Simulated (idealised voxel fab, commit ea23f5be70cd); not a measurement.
process module | voxel ribs on slabs
cross-section cut | 160 nm wide | cells 5 nm
A cross-section is a grid of square cells, given in bands from the top down. A band is one or more rows of cells.
Each band's line starts with the height of the band's top and of its bottom, in nm. Then come its materials from left to right, each with its width in nm. One material with "throughout" fills the band from edge to edge. "air" is empty space.
Height 0 is the level under which the wafer as received is all one material. The lowest band goes on downwards, as in "0 down".
A width such as "30 to 40" changes by the same amount from each row of cells to the next, from the band's top row to its bottom row.
"no change" after a step means that no cell of the cross-section changed.
closed voids: empty space of 8 cells or more with no open way to the top, each as width x height at its distance from the left edge, in nm
after a step's settings: what the simulator itself notes on the step
overlay nm, on a step with a mask: how far to the right of its planned place the mask lay; to the left if negative
plan
1 op RECEIVE | material Si
2 op DIRECTIONAL_DEP | material SiO2 | thk nm 30
3 op DIRECTIONAL_DEP | material SiN | thk nm 25
4 op PATTERN | tone cover | mask id RIB | material resist | width nm 15 | thk nm 15 | overlay nm 0
5 op DIRECTIONAL_ETCH | etch materials SiN | depth nm 10
6 op STRIP | etch materials resist
7 op PATTERN | tone cover | mask id SLAB | material resist | width nm 55 | thk nm 20 | overlay nm 0
8 op DIRECTIONAL_ETCH | etch materials SiN | depth nm 15
9 op STRIP | etch materials resist
10 op FILL_DEP | material SiO2 | thk nm 25
11 op CMP | height nm 70
12 op DIRECTIONAL_DEP | material TiN | thk nm 10
13 op MASKED_ETCH | tone cover | mask id HEATER | width nm 25 | etch materials TiN | depth nm 10 | overlay nm 0
14 op CONFORMAL_DEP | material SiN | thk nm 10
as received, after step 1
  0 down: Si throughout
  closed voids: none
a wafer at the end: this start, this plan, one mistake
  90 to 80: air 55 | SiN 45 | air 60
  80 to 70: SiN 65 | TiN 25 | SiN 70
  70 to 60: SiO2 throughout
  60 to 50: SiO2 70 | SiN 15 | SiO2 75
  50 to 35: SiO2 50 | SiN 55 | SiO2 55
  35 to 30: SiN throughout
  30 to 0: SiO2 throughout
  0 down: Si throughout
  closed voids: none
what went wrong: step 3 ran as: op DIRECTIONAL_DEP | material SiN | thk nm 30
